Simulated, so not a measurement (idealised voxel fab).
The document below concerns the process module designated voxel tone inversion.
We display cut, a cross-section 255 nm in width whose square cells are each 5 nm.
Cross-section = grid of square cells, listed top down in bands; band = one or more rows.
For a band, the entry starts with two heights in nm, that of the top and then that of the bottom, and carries on with the band's materials in order from left to right, each alongside its width in nm; the word "throughout" beside a single material means it fills the band edge to edge, and "air" means empty space.
The reference from which all heights are counted is 0, the level beneath which the as-received wafer is entirely one material; the lowest band, having no lower bound, proceeds downward and is written after the example "0..down".
Quick explanation for "30..40": the width changes in equal steps down the rows of cells, from the first number in the band's top row to the second number in its bottom row.
"no alteration" -> step changed no cross-section cell.
Under "Fully sealed voids" you'll find the enclosed gaps, the ones with no way out to the top, that are 8 cells or bigger; each reads width x height at distance, with distance counted from the left edge, everything in nm.
That trailing text on a step's line, after the settings, is the simulator's own remark on the step.
For masked steps, "overlay nm" on the step line gives how far right of plan the mask actually lay; a minus sign means it lay to the left.

# Listed below are the process steps as planned
step 1: op RECEIVE | material Si
step 2: op CONFORMAL_DEP | material SiCN | thk nm 10
step 3: op DIRECTIONAL_DEP | material aC | thk nm 20
step 4: op PATTERN | tone cover | mask id POSTS | material resist | width nm 25 | pitch nm 50 | thk nm 25 | overlay nm 0
step 5: op DIRECTIONAL_ETCH | etch materials aC | depth nm 20
step 6: op STRIP | etch materials resist
step 7: op FILL_DEP | material SiO2 | thk nm 10
step 8: op CMP | height nm 30
step 9: op STRIP | etch materials aC

# The first of the two wafers, which ran as planned

# Received-state cross-section, reflecting completion of step 1
> 0..down = Si throughout
> Fully sealed voids: none

# Wafer xsec, post step 2
> 10..0 = SiCN throughout
> Unchanged below 0.

# Wafer xsec, post step 3
> 30..10 = aC throughout
> Unchanged below 10.

# Wafer xsec, post step 4
> 55..30 = air 40 nm / resist 25 nm / air 25 nm / resist 25 nm / air 25 nm / resist 25 nm / air 25 nm / resist 25 nm / air 40 nm
> Unchanged below 30.

# Wafer xsec, post step 5
> 35..30 = air 40 nm / resist 25 nm / air 25 nm / resist 25 nm / air 25 nm / resist 25 nm / air 25 nm / resist 25 nm / air 40 nm
> 30..10 = air 40 nm / aC 25 nm / air 25 nm / aC 25 nm / air 25 nm / aC 25 nm / air 25 nm / aC 25 nm / air 40 nm
> Unchanged below 10.

# Wafer xsec, post step 6
> 30..10 = air 40 nm / aC 25 nm / air 25 nm / aC 25 nm / air 25 nm / aC 25 nm / air 25 nm / aC 25 nm / air 40 nm
> Unchanged below 10.

# Wafer xsec, post step 7
> 40..30 = SiO2 throughout
> 30..10 = SiO2 40 nm / aC 25 nm / SiO2 25 nm / aC 25 nm / SiO2 25 nm / aC 25 nm / SiO2 25 nm / aC 25 nm / SiO2 40 nm
> Unchanged below 10.

# Wafer xsec, post step 8
> 30..10 = SiO2 40 nm / aC 25 nm / SiO2 25 nm / aC 25 nm / SiO2 25 nm / aC 25 nm / SiO2 25 nm / aC 25 nm / SiO2 40 nm
> Unchanged below 10.

# Wafer xsec, post step 9
> 30..10 = SiO2 40 nm / air 25 nm / SiO2 25 nm / air 25 nm / SiO2 25 nm / air 25 nm / SiO2 25 nm / air 25 nm / SiO2 40 nm
> Unchanged below 10.

# Wafer two. Identical start, identical plan. One mistake in execution. Identical history through step 3

# The second wafer in cross-section, at the planned close of step 4
> 55..30 = air 35 nm / resist 35 nm / air 15 nm / resist 35 nm / air 15 nm / resist 35 nm / air 15 nm / resist 35 nm / air 35 nm
> Unchanged below 30.

# The second wafer in cross-section, at the planned close of step 5
> 35..30 = air 35 nm / resist 35 nm / air 15 nm / resist 35 nm / air 15 nm / resist 35 nm / air 15 nm / resist 35 nm / air 35 nm
> 30..10 = air 35 nm / aC 35 nm / air 15 nm / aC 35 nm / air 15 nm / aC 35 nm / air 15 nm / aC 35 nm / air 35 nm
> Unchanged below 10.

# The second wafer in cross-section, at the planned close of step 6
> 30..10 = air 35 nm / aC 35 nm / air 15 nm / aC 35 nm / air 15 nm / aC 35 nm / air 15 nm / aC 35 nm / air 35 nm
> Unchanged below 10.

# The second wafer in cross-section, at the planned close of step 7
> 40..30 = SiO2 throughout
> 30..10 = SiO2 35 nm / aC 35 nm / SiO2 15 nm / aC 35 nm / SiO2 15 nm / aC 35 nm / SiO2 15 nm / aC 35 nm / SiO2 35 nm
> Unchanged below 10.

# The second wafer in cross-section, at the planned close of step 8
> 30..10 = SiO2 35 nm / aC 35 nm / SiO2 15 nm / aC 35 nm / SiO2 15 nm / aC 35 nm / SiO2 15 nm / aC 35 nm / SiO2 35 nm
> Unchanged below 10.

# The second wafer in cross-section, at the planned close of step 9
> 30..10 = SiO2 35 nm / air 35 nm / SiO2 15 nm / air 35 nm / SiO2 15 nm / air 35 nm / SiO2 15 nm / air 35 nm / SiO2 35 nm
> Unchanged below 10.
Diagnosis: step 4 changed vs plan, executed as op PATTERN | tone cover | mask id POSTS | material resist | width nm 35 | pitch nm 50 | thk nm 25 | overlay nm 0
Final difference in cells, second wafer against first, listed per material as more or fewer: SiO2: 32 fewer
